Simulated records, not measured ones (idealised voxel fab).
process module | voxel air gaps
cross-section cut | 170 nm wide | cells 5 nm
A cross-section is a grid of square cells, given in bands from the top down. A band is one or more rows of cells.
Each band's line starts with the height of the band's top and of its bottom, in nm. Then come its materials from left to right, each with its width in nm. One material with "throughout" fills the band from edge to edge. "air" is empty space.
Height 0 is the level under which the wafer as received is all one material. The lowest band goes on downwards, as in "0 down".
A width such as "30 to 40" changes by the same amount from each row of cells to the next, from the band's top row to its bottom row.
"no change" after a step means that no cell of the cross-section changed.
closed voids: empty space of 8 cells or more with no open way to the top, each as width x height at its distance from the left edge, in nm
after a step's settings: what the simulator itself notes on the step
overlay nm, on a step with a mask: how far to the right of its planned place the mask lay; to the left if negative
plan
1 op RECEIVE | material Si
2 op CONFORMAL_DEP | material SiO2 | thk nm 10
3 op CONFORMAL_DEP | material SiN | thk nm 5
4 op DIRECTIONAL_DEP | material lowk | thk nm 40
5 op DIRECTIONAL_DEP | material aC | thk nm 10
6 op PATTERN | tone open | mask id LINES | material resist | width nm 20 | pitch nm 45 | thk nm 25 | overlay nm 0
7 op DIRECTIONAL_ETCH | etch materials aC | depth nm 10
8 op STRIP | etch materials resist
9 op DIRECTIONAL_ETCH | etch materials lowk | depth nm 40
10 op STRIP | etch materials aC
11 op CONFORMAL_DEP | material TiN | thk nm 5
12 op FILL_DEP | material Ru | thk nm 10
13 op CMP | height nm 55
14 op EPI | material Ru | thk nm 10
15 op SELECTIVE_ETCH | etch materials lowk | depth nm 50
16 op CONFORMAL_DEP | material SiCN | thk nm 5
as received, after step 1
  0 down: Si throughout
  closed voids: none
first wafer at the end, as planned
  70 to 65: air 15 | SiCN 140 | air 15
  65 to 55: air 15 | SiCN 5 | Ru 40 | SiCN 5 | Ru 40 | SiCN 5 | Ru 40 | SiCN 5 | air 15
  55 to 50: air 15 | SiCN 15 | TiN 5 | Ru 10 | TiN 5 | SiCN 25 | TiN 5 | Ru 10 | TiN 5 | SiCN 25 | TiN 5 | Ru 10 | TiN 5 | SiCN 15 | air 15
  50 to 20: air 25 | SiCN 5 | TiN 5 | Ru 10 | TiN 5 | SiCN 5 | air 15 | SiCN 5 | TiN 5 | Ru 10 | TiN 5 | SiCN 5 | air 15 | SiCN 5 | TiN 5 | Ru 10 | TiN 5 | SiCN 5 | air 25
  20 to 15: SiCN 30 | TiN 20 | SiCN 25 | TiN 20 | SiCN 25 | TiN 20 | SiCN 30
  15 to 10: SiN throughout
  10 to 0: SiO2 throughout
  0 down: Si throughout
  closed voids: 15 x 30 at 55; 15 x 30 at 100
second wafer at the end: like start, like plan, one mistake
  70 to 65: air 20 | SiCN 140 | air 10
  65 to 55: air 20 | SiCN 5 | Ru 40 | SiCN 5 | Ru 40 | SiCN 5 | Ru 40 | SiCN 5 | air 10
  55 to 50: air 20 | SiCN 15 | TiN 5 | Ru 10 | TiN 5 | SiCN 25 | TiN 5 | Ru 10 | TiN 5 | SiCN 25 | TiN 5 | Ru 10 | TiN 5 | SiCN 15 | air 10
  50 to 20: air 30 | SiCN 5 | TiN 5 | Ru 10 | TiN 5 | SiCN 5 | air 15 | SiCN 5 | TiN 5 | Ru 10 | TiN 5 | SiCN 5 | air 15 | SiCN 5 | TiN 5 | Ru 10 | TiN 5 | SiCN 5 | air 20
  20 to 15: SiCN 35 | TiN 20 | SiCN 25 | TiN 20 | SiCN 25 | TiN 20 | SiCN 25
  15 to 10: SiN throughout
  10 to 0: SiO2 throughout
  0 down: Si throughout
  closed voids: 15 x 30 at 60; 15 x 30 at 105
what went wrong: step 6 ran as: op PATTERN | tone open | mask id LINES | material resist | width nm 20 | pitch nm 45 | thk nm 25 | overlay nm 5
at the end the second wafer has, in cells: as many of each material as the first, in other places
